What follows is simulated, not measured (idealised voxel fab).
process module | voxel released beams
cross-section cut | 290 nm wide | cells 5 nm
A cross-section is a grid of square cells, given in bands from the top down. A band is one or more rows of cells.
Each band's line starts with the height of the band's top and of its bottom, in nm. Then come its materials from left to right, each with its width in nm. One material with "throughout" fills the band from edge to edge. "air" is empty space.
Height 0 is the level under which the wafer as received is all one material. The lowest band goes on downwards, as in "0 down".
A width such as "30 to 40" changes by the same amount from each row of cells to the next, from the band's top row to its bottom row.
"no change" after a step means that no cell of the cross-section changed.
closed voids: empty space of 8 cells or more with no open way to the top, each as width x height at its distance from the left edge, in nm
after a step's settings: what the simulator itself notes on the step
overlay nm, on a step with a mask: how far to the right of its planned place the mask lay; to the left if negative
plan
1 op RECEIVE | material Si
2 op CONFORMAL_DEP | material SiN | thk nm 10
3 op DIRECTIONAL_DEP | material SiO2 | thk nm 10
4 op MASKED_ETCH | tone open | mask id ANCHOR | width nm 40 | etch materials SiO2 | depth nm 10 | overlay nm 0
5 op CONFORMAL_DEP | material TiN | thk nm 15
6 op DIRECTIONAL_DEP | material aC | thk nm 15
7 op PATTERN | tone cover | mask id BEAM | material resist | width nm 100 | thk nm 35 | overlay nm 0
8 op DIRECTIONAL_ETCH | etch materials aC | depth nm 15
9 op STRIP | etch materials resist
10 op DIRECTIONAL_ETCH | etch materials TiN | depth nm 15
11 op STRIP | etch materials aC
12 op STRIP | etch materials SiO2
as received, after step 1
  0 down: Si throughout
  closed voids: none
a wafer at the end: this start, this plan, one mistake
  35 to 20: air 90 | TiN 100 | air 100
  20 to 10: SiN throughout
  10 to 0: SiO2 throughout
  0 down: Si throughout
  closed voids: none
what went wrong: steps 2 and 3 were swapped
